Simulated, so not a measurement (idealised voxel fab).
This section sets out a process module, namely voxel self aligned contacts.
In the cross-section labelled cut, the width is 195 nm and each square cell is 5 nm.
A cross-section is written here as square cells arranged in a grid, and it is given in bands from the top down, each band taking up one or more rows of cells. The band entry comprises the height of the band's top followed by the height of its bottom, expressed in nm, and subsequently the band's materials from left to right, each stated together with its width in nm. Where a single material is marked with the word "throughout", that material fills the band from edge to edge. The word "air" represents empty space. Below 0: as-received wafer, all one material; heights counted from there. Lowest band: no bottom, goes on down, written "0 and below". It should be noted that a width expressed as "30 to 40" varies in equal increments from row to row of cells within the band, taking the value of the first number at the top row and that of the second number at the bottom row. When a step is marked "same as before", none of the cells in the cross-section changed during that step. The entry titled "Enclosed internal voids" provides the empty spaces that have no open way to the top, restricted to those of 8 cells or more. Each is presented as width x height at distance, the distance being measured from the left edge, with all three in nm. On each step's line, the part that comes after the settings is the simulator's own comment on the step. For masked steps, "overlay nm" on the step line gives how far right of plan the mask actually lay; a minus sign means it lay to the left.
[plan]
1,RECEIVE [material Si]
2,CONFORMAL_DEP [material SiO2] [thk nm 5]
3,DIRECTIONAL_DEP [material polySi] [thk nm 30]
4,DIRECTIONAL_DEP [material SiN] [thk nm 15]
5,PATTERN [tone cover] [mask id GATE] [material resist] [width nm 30] [pitch nm 65] [thk nm 15] [overlay nm 0]
6,DIRECTIONAL_ETCH [etch materials SiN] [depth nm 15]
7,DIRECTIONAL_ETCH [etch materials polySi] [depth nm 30]
8,STRIP [etch materials resist]
9,CONFORMAL_DEP [material SiN] [thk nm 5]
10,DIRECTIONAL_ETCH [etch materials SiN] [depth nm 5]
11,FILL_DEP [material SiO2] [thk nm 15]
12,CMP [height nm 60]
13,MASKED_ETCH [tone open] [mask id CONTACT] [width nm 45] [pitch nm 65] [etch materials SiO2] [depth nm 60] [overlay nm 0]
14,CONFORMAL_DEP [material TiN] [thk nm 5]
15,FILL_DEP [material Ru] [thk nm 5]
16,CMP [height nm 60]
17,CONFORMAL_DEP [material SiCN] [thk nm 5]
[The following pertains to the first of two wafers, which was processed as planned]
[So this is the incoming wafer in cross-section - it's already been through step 1]
	0 and below: Si throughout
	Enclosed internal voids: none
[The wafer, seen in cross-section, after step 2]
	5 down to 0: SiO2 throughout
	Anything lower than 0 is untouched.
[The wafer, seen in cross-section, after step 3]
	35 down to 5: polySi throughout
	Anything lower than 5 is untouched.
[The wafer, seen in cross-section, after step 4]
	50 down to 35: SiN throughout
	Anything lower than 35 is untouched.
[The wafer, seen in cross-section, after step 5]
	65 down to 50: air 15 nm; resist 30 nm; air 35 nm; resist 30 nm; air 35 nm; resist 30 nm; air 20 nm
	Anything lower than 50 is untouched.
[The wafer, seen in cross-section, after step 6]
	65 down to 50: air 15 nm; resist 30 nm; air 35 nm; resist 30 nm; air 35 nm; resist 30 nm; air 20 nm
	50 down to 35: air 15 nm; SiN 30 nm; air 35 nm; SiN 30 nm; air 35 nm; SiN 30 nm; air 20 nm
	Anything lower than 35 is untouched.
[The wafer, seen in cross-section, after step 7]
	65 down to 50: air 15 nm; resist 30 nm; air 35 nm; resist 30 nm; air 35 nm; resist 30 nm; air 20 nm
	50 down to 35: air 15 nm; SiN 30 nm; air 35 nm; SiN 30 nm; air 35 nm; SiN 30 nm; air 20 nm
	35 down to 5: air 15 nm; polySi 30 nm; air 35 nm; polySi 30 nm; air 35 nm; polySi 30 nm; air 20 nm
	Anything lower than 5 is untouched.
[The wafer, seen in cross-section, after step 8]
	50 down to 35: air 15 nm; SiN 30 nm; air 35 nm; SiN 30 nm; air 35 nm; SiN 30 nm; air 20 nm
	Anything lower than 35 is untouched.
[The wafer, seen in cross-section, after step 9]
	55 down to 35: air 10 nm; SiN 40 nm; air 25 nm; SiN 40 nm; air 25 nm; SiN 40 nm; air 15 nm
	35 down to 10: air 10 nm; SiN 5 nm; polySi 30 nm; SiN 5 nm; air 25 nm; SiN 5 nm; polySi 30 nm; SiN 5 nm; air 25 nm; SiN 5 nm; polySi 30 nm; SiN 5 nm; air 15 nm
	10 down to 5: SiN 15 nm; polySi 30 nm; SiN 35 nm; polySi 30 nm; SiN 35 nm; polySi 30 nm; SiN 20 nm
	Anything lower than 5 is untouched.
[The wafer, seen in cross-section, after step 10]
	50 down to 35: air 10 nm; SiN 40 nm; air 25 nm; SiN 40 nm; air 25 nm; SiN 40 nm; air 15 nm
	35 down to 5: air 10 nm; SiN 5 nm; polySi 30 nm; SiN 5 nm; air 25 nm; SiN 5 nm; polySi 30 nm; SiN 5 nm; air 25 nm; SiN 5 nm; polySi 30 nm; SiN 5 nm; air 15 nm
	Anything lower than 5 is untouched.
[The wafer, seen in cross-section, after step 11]
	65 down to 50: SiO2 throughout
	50 down to 35: SiO2 10 nm; SiN 40 nm; SiO2 25 nm; SiN 40 nm; SiO2 25 nm; SiN 40 nm; SiO2 15 nm
	35 down to 5: SiO2 10 nm; SiN 5 nm; polySi 30 nm; SiN 5 nm; SiO2 25 nm; SiN 5 nm; polySi 30 nm; SiN 5 nm; SiO2 25 nm; SiN 5 nm; polySi 30 nm; SiN 5 nm; SiO2 15 nm
	Anything lower than 5 is untouched.
[The wafer, seen in cross-section, after step 12]
	60 down to 50: SiO2 throughout
	Anything lower than 50 is untouched.
[The wafer, seen in cross-section, after step 13]
	60 down to 50: SiO2 40 nm; air 45 nm; SiO2 20 nm; air 45 nm; SiO2 45 nm
	50 down to 35: SiO2 10 nm; SiN 40 nm; air 25 nm; SiN 40 nm; air 25 nm; SiN 40 nm; SiO2 15 nm
	35 down to 5: SiO2 10 nm; SiN 5 nm; polySi 30 nm; SiN 5 nm; air 25 nm; SiN 5 nm; polySi 30 nm; SiN 5 nm; air 25 nm; SiN 5 nm; polySi 30 nm; SiN 5 nm; SiO2 15 nm
	5 down to 0: SiO2 50 nm; air 25 nm; SiO2 40 nm; air 25 nm; SiO2 55 nm
	Anything lower than 0 is untouched.
[The wafer, seen in cross-section, after step 14]
	65 down to 60: TiN 45 nm; air 35 nm; TiN 30 nm; air 35 nm; TiN 50 nm
	60 down to 50: SiO2 40 nm; TiN 5 to 15 nm; air 35 to 15 nm; TiN 5 to 15 nm; SiO2 20 nm; TiN 5 to 15 nm; air 35 to 15 nm; TiN 5 to 15 nm; SiO2 45 nm
	50 down to 35: SiO2 10 nm; SiN 40 nm; TiN 5 nm; air 15 nm; TiN 5 nm; SiN 40 nm; TiN 5 nm; air 15 nm; TiN 5 nm; SiN 40 nm; SiO2 15 nm
	35 down to 5: SiO2 10 nm; SiN 5 nm; polySi 30 nm; SiN 5 nm; TiN 5 nm; air 15 nm; TiN 5 nm; SiN 5 nm; polySi 30 nm; SiN 5 nm; TiN 5 nm; air 15 nm; TiN 5 nm; SiN 5 nm; polySi 30 nm; SiN 5 nm; SiO2 15 nm
	5 down to 0: SiO2 50 nm; TiN 25 nm; SiO2 40 nm; TiN 25 nm; SiO2 55 nm
	Anything lower than 0 is untouched.
[The wafer, seen in cross-section, after step 15]
	70 down to 65: Ru throughout
	65 down to 60: TiN 45 nm; Ru 35 nm; TiN 30 nm; Ru 35 nm; TiN 50 nm
	60 down to 50: SiO2 40 nm; TiN 5 to 15 nm; Ru 35 to 15 nm; TiN 5 to 15 nm; SiO2 20 nm; TiN 5 to 15 nm; Ru 35 to 15 nm; TiN 5 to 15 nm; SiO2 45 nm
	50 down to 35: SiO2 10 nm; SiN 40 nm; TiN 5 nm; Ru 15 nm; TiN 5 nm; SiN 40 nm; TiN 5 nm; Ru 15 nm; TiN 5 nm; SiN 40 nm; SiO2 15 nm
	35 down to 5: SiO2 10 nm; SiN 5 nm; polySi 30 nm; SiN 5 nm; TiN 5 nm; Ru 15 nm; TiN 5 nm; SiN 5 nm; polySi 30 nm; SiN 5 nm; TiN 5 nm; Ru 15 nm; TiN 5 nm; SiN 5 nm; polySi 30 nm; SiN 5 nm; SiO2 15 nm
	Anything lower than 5 is untouched.
[The wafer, seen in cross-section, after step 16]
	60 down to 50: SiO2 40 nm; TiN 5 to 15 nm; Ru 35 to 15 nm; TiN 5 to 15 nm; SiO2 20 nm; TiN 5 to 15 nm; Ru 35 to 15 nm; TiN 5 to 15 nm; SiO2 45 nm
	Anything lower than 50 is untouched.
[The wafer, seen in cross-section, after step 17]
	65 down to 60: SiCN throughout
	Anything lower than 60 is untouched.
[Now the other wafer: same start, same recipe, but we messed up one thing when running it. Up to and including step 1 it's the same as the first one]
Second wafer, sectioned view, at step 2's planned end time: same as before
[Second wafer, sectioned view, at step 3's planned end time]
	30 down to 0: polySi throughout
	Anything lower than 0 is untouched.
[Second wafer, sectioned view, at step 4's planned end time]
	45 down to 30: SiN throughout
	Anything lower than 30 is untouched.
[Second wafer, sectioned view, at step 5's planned end time]
	60 down to 45: air 15 nm; resist 30 nm; air 35 nm; resist 30 nm; air 35 nm; resist 30 nm; air 20 nm
	Anything lower than 45 is untouched.
[Second wafer, sectioned view, at step 6's planned end time]
	60 down to 45: air 15 nm; resist 30 nm; air 35 nm; resist 30 nm; air 35 nm; resist 30 nm; air 20 nm
	45 down to 30: air 15 nm; SiN 30 nm; air 35 nm; SiN 30 nm; air 35 nm; SiN 30 nm; air 20 nm
	Anything lower than 30 is untouched.
[Second wafer, sectioned view, at step 7's planned end time]
	60 down to 45: air 15 nm; resist 30 nm; air 35 nm; resist 30 nm; air 35 nm; resist 30 nm; air 20 nm
	45 down to 30: air 15 nm; SiN 30 nm; air 35 nm; SiN 30 nm; air 35 nm; SiN 30 nm; air 20 nm
	30 down to 0: air 15 nm; polySi 30 nm; air 35 nm; polySi 30 nm; air 35 nm; polySi 30 nm; air 20 nm
	Anything lower than 0 is untouched.
[Second wafer, sectioned view, at step 8's planned end time]
	45 down to 30: air 15 nm; SiN 30 nm; air 35 nm; SiN 30 nm; air 35 nm; SiN 30 nm; air 20 nm
	Anything lower than 30 is untouched.
[Second wafer, sectioned view, at step 9's planned end time]
	50 down to 30: air 10 nm; SiN 40 nm; air 25 nm; SiN 40 nm; air 25 nm; SiN 40 nm; air 15 nm
	30 down to 5: air 10 nm; SiN 5 nm; polySi 30 nm; SiN 5 nm; air 25 nm; SiN 5 nm; polySi 30 nm; SiN 5 nm; air 25 nm; SiN 5 nm; polySi 30 nm; SiN 5 nm; air 15 nm
	5 down to 0: SiN 15 nm; polySi 30 nm; SiN 35 nm; polySi 30 nm; SiN 35 nm; polySi 30 nm; SiN 20 nm
	Anything lower than 0 is untouched.
[Second wafer, sectioned view, at step 10's planned end time]
	45 down to 30: air 10 nm; SiN 40 nm; air 25 nm; SiN 40 nm; air 25 nm; SiN 40 nm; air 15 nm
	30 down to 0: air 10 nm; SiN 5 nm; polySi 30 nm; SiN 5 nm; air 25 nm; SiN 5 nm; polySi 30 nm; SiN 5 nm; air 25 nm; SiN 5 nm; polySi 30 nm; SiN 5 nm; air 15 nm
	Anything lower than 0 is untouched.
[Second wafer, sectioned view, at step 11's planned end time]
	60 down to 45: SiO2 throughout
	45 down to 30: SiO2 10 nm; SiN 40 nm; SiO2 25 nm; SiN 40 nm; SiO2 25 nm; SiN 40 nm; SiO2 15 nm
	30 down to 0: SiO2 10 nm; SiN 5 nm; polySi 30 nm; SiN 5 nm; SiO2 25 nm; SiN 5 nm; polySi 30 nm; SiN 5 nm; SiO2 25 nm; SiN 5 nm; polySi 30 nm; SiN 5 nm; SiO2 15 nm
	Anything lower than 0 is untouched.
Second wafer, sectioned view, at step 12's planned end time: same as before
[Second wafer, sectioned view, at step 13's planned end time]
	60 down to 45: SiO2 40 nm; air 45 nm; SiO2 20 nm; air 45 nm; SiO2 45 nm
	45 down to 30: SiO2 10 nm; SiN 40 nm; air 25 nm; SiN 40 nm; air 25 nm; SiN 40 nm; SiO2 15 nm
	30 down to 0: SiO2 10 nm; SiN 5 nm; polySi 30 nm; SiN 5 nm; air 25 nm; SiN 5 nm; polySi 30 nm; SiN 5 nm; air 25 nm; SiN 5 nm; polySi 30 nm; SiN 5 nm; SiO2 15 nm
	Anything lower than 0 is untouched.
[Second wafer, sectioned view, at step 14's planned end time]
	65 down to 60: TiN 45 nm; air 35 nm; TiN 30 nm; air 35 nm; TiN 50 nm
	60 down to 50: SiO2 40 nm; TiN 5 nm; air 35 nm; TiN 5 nm; SiO2 20 nm; TiN 5 nm; air 35 nm; TiN 5 nm; SiO2 45 nm
	50 down to 45: SiO2 40 nm; TiN 15 nm; air 15 nm; TiN 15 nm; SiO2 20 nm; TiN 15 nm; air 15 nm; TiN 15 nm; SiO2 45 nm
	45 down to 30: SiO2 10 nm; SiN 40 nm; TiN 5 nm; air 15 nm; TiN 5 nm; SiN 40 nm; TiN 5 nm; air 15 nm; TiN 5 nm; SiN 40 nm; SiO2 15 nm
	30 down to 5: SiO2 10 nm; SiN 5 nm; polySi 30 nm; SiN 5 nm; TiN 5 nm; air 15 nm; TiN 5 nm; SiN 5 nm; polySi 30 nm; SiN 5 nm; TiN 5 nm; air 15 nm; TiN 5 nm; SiN 5 nm; polySi 30 nm; SiN 5 nm; SiO2 15 nm
	5 down to 0: SiO2 10 nm; SiN 5 nm; polySi 30 nm; SiN 5 nm; TiN 25 nm; SiN 5 nm; polySi 30 nm; SiN 5 nm; TiN 25 nm; SiN 5 nm; polySi 30 nm; SiN 5 nm; SiO2 15 nm
	Anything lower than 0 is untouched.
[Second wafer, sectioned view, at step 15's planned end time]
	70 down to 65: Ru throughout
	65 down to 60: TiN 45 nm; Ru 35 nm; TiN 30 nm; Ru 35 nm; TiN 50 nm
	60 down to 50: SiO2 40 nm; TiN 5 nm; Ru 35 nm; TiN 5 nm; SiO2 20 nm; TiN 5 nm; Ru 35 nm; TiN 5 nm; SiO2 45 nm
	50 down to 45: SiO2 40 nm; TiN 15 nm; Ru 15 nm; TiN 15 nm; SiO2 20 nm; TiN 15 nm; Ru 15 nm; TiN 15 nm; SiO2 45 nm
	45 down to 30: SiO2 10 nm; SiN 40 nm; TiN 5 nm; Ru 15 nm; TiN 5 nm; SiN 40 nm; TiN 5 nm; Ru 15 nm; TiN 5 nm; SiN 40 nm; SiO2 15 nm
	30 down to 5: SiO2 10 nm; SiN 5 nm; polySi 30 nm; SiN 5 nm; TiN 5 nm; Ru 15 nm; TiN 5 nm; SiN 5 nm; polySi 30 nm; SiN 5 nm; TiN 5 nm; Ru 15 nm; TiN 5 nm; SiN 5 nm; polySi 30 nm; SiN 5 nm; SiO2 15 nm
	Anything lower than 5 is untouched.
[Second wafer, sectioned view, at step 16's planned end time]
	60 down to 50: SiO2 40 nm; TiN 5 nm; Ru 35 nm; TiN 5 nm; SiO2 20 nm; TiN 5 nm; Ru 35 nm; TiN 5 nm; SiO2 45 nm
	Anything lower than 50 is untouched.
[Second wafer, sectioned view, at step 17's planned end time]
	65 down to 60: SiCN throughout
	Anything lower than 60 is untouched.
Where did the run depart from the plan? it should be noted that step 2 of the plan was omitted and was not performed
Final wafer comparison in cells, second versus first, more or fewer per material: 8 more of Ru; 8 fewer of SiO2
